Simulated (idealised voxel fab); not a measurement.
Documented hereafter: the process module known as voxel plated lines.
We display cut, a cross-section 260 nm in width whose square cells are each 5 nm.
The cross-sections in this document take the form of a grid made of square cells. They are written out as bands, in order from top to bottom. Each band consists of one or more rows of cells.
Within each band entry, the heights of the top and of the bottom of the band appear first, in that order and in nm; the materials of the band then follow from left to right, each with its corresponding width in nm. The designation "full width" on a single material indicates that it fills the band from edge to edge; the designation "empty" indicates empty space.
Height reference: 0 = level under which incoming wafer is all one material. Lowest band: no bottom, runs on downward, e.g. "0 and below".
Read "30..40" as a graded width: first number on top, second number at the bottom, same change between each pair of neighbouring rows.
Where a step carries "remained the same", the cross-section came out of it unchanged, cell for cell.
If an empty space has no open way to the top and is at least 8 cells in size, "Sealed void list" lists it, written width x height at distance, where distance is measured from the left edge and every value is in nm.
That trailing text on a step's line, after the settings, is the simulator's own remark on the step.
A step's line can hold "overlay nm"; with a mask on that step, the setting says how far right of the planned place the mask lay, while a negative setting says it lay to the left.
# Process steps - plan
1) RECEIVE | material Si
2) CONFORMAL_DEP | material Al2O3 | thk nm 10
3) DIRECTIONAL_DEP | material TiN | thk nm 5
4) PATTERN | tone open | mask id LINES | material resist | width nm 20 | pitch nm 40 | thk nm 35 | overlay nm 0
5) EPI | material Ru | thk nm 10
6) EPI | material Ru | thk nm 5
7) EPI | material Ru | thk nm 10
8) STRIP | etch materials resist
9) DIRECTIONAL_ETCH | etch materials TiN | depth nm 5
10) CONFORMAL_DEP | material SiO2 | thk nm 10
# Cross-section of the wafer upon arrival, representing the state reached after step 1
> 0 and below | Si full width
> Sealed void list: none
# Result of the module, cross-sectioned: start per above, plan per above, one error in how it was run
> 40 down to 30 | 50 empty | 160 SiO2 | 50 empty
> 30 down to 10 | 50 empty | 10 SiO2 | 20 Ru | 20 SiO2 | 20 Ru | 20 SiO2 | 20 Ru | 20 SiO2 | 20 Ru | 10 SiO2 | 50 empty
> 10 down to 5 | 60 SiO2 | 20 Ru | 20 SiO2 | 20 Ru | 20 SiO2 | 20 Ru | 20 SiO2 | 20 Ru | 60 SiO2
> 5 down to 0 | 60 SiO2 | 20 TiN | 20 SiO2 | 20 TiN | 20 SiO2 | 20 TiN | 20 SiO2 | 20 TiN | 60 SiO2
> 0 and below | Si full width
> Sealed void list: none
Run error: plan step 2: skipped, not run
